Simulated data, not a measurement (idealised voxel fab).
process module | voxel tone inversion
cross-section cut | 180 nm wide | cells 5 nm
A cross-section is a grid of square cells, given in bands from the top down. A band is one or more rows of cells.
Each band's line starts with the height of the band's top and of its bottom, in nm. Then come its materials from left to right, each with its width in nm. One material with "throughout" fills the band from edge to edge. "air" is empty space.
Height 0 is the level under which the wafer as received is all one material. The lowest band goes on downwards, as in "0 down".
A width such as "30 to 40" changes by the same amount from each row of cells to the next, from the band's top row to its bottom row.
"no change" after a step means that no cell of the cross-section changed.
closed voids: empty space of 8 cells or more with no open way to the top, each as width x height at its distance from the left edge, in nm
after a step's settings: what the simulator itself notes on the step
overlay nm, on a step with a mask: how far to the right of its planned place the mask lay; to the left if negative
plan
1 op RECEIVE | material Si
2 op CONFORMAL_DEP | material SiCN | thk nm 5
3 op DIRECTIONAL_DEP | material aC | thk nm 15
4 op PATTERN | tone cover | mask id POSTS | material resist | width nm 15 | pitch nm 35 | thk nm 20 | overlay nm 0
5 op DIRECTIONAL_ETCH | etch materials aC | depth nm 15
6 op STRIP | etch materials resist
7 op FILL_DEP | material SiO2 | thk nm 10
8 op CMP | height nm 20
9 op STRIP | etch materials aC
10 op CONFORMAL_DEP | material TiN | thk nm 5
11 op FILL_DEP | material Ru | thk nm 5
12 op CMP | height nm 20
13 op CONFORMAL_DEP | material SiCN | thk nm 5
as received, after step 1
  0 down: Si throughout
  closed voids: none
first wafer at the end, as planned
  25 to 20: SiCN throughout
  20 to 10: SiO2 45 | TiN 5 | Ru 5 | TiN 5 | SiO2 20 | TiN 5 | Ru 5 | TiN 5 | SiO2 20 | TiN 5 | Ru 5 | TiN 5 | SiO2 50
  10 to 5: SiO2 45 | TiN 15 | SiO2 20 | TiN 15 | SiO2 20 | TiN 15 | SiO2 50
  5 to 0: SiCN throughout
  0 down: Si throughout
  closed voids: none
second wafer at the end: like start, like plan, one mistake
  25 to 20: SiCN throughout
  20 to 10: SiO2 45 | aC 5 | Ru 5 | aC 5 | SiO2 20 | aC 5 | Ru 5 | aC 5 | SiO2 20 | aC 5 | Ru 5 | aC 5 | SiO2 50
  10 to 5: SiO2 45 | aC 15 | SiO2 20 | aC 15 | SiO2 20 | aC 15 | SiO2 50
  5 to 0: SiCN throughout
  0 down: Si throughout
  closed voids: none
what went wrong: step 10 ran as: op CONFORMAL_DEP | material aC | thk nm 5
at the end the second wafer has, in cells: 21 fewer of TiN | 21 more of aC
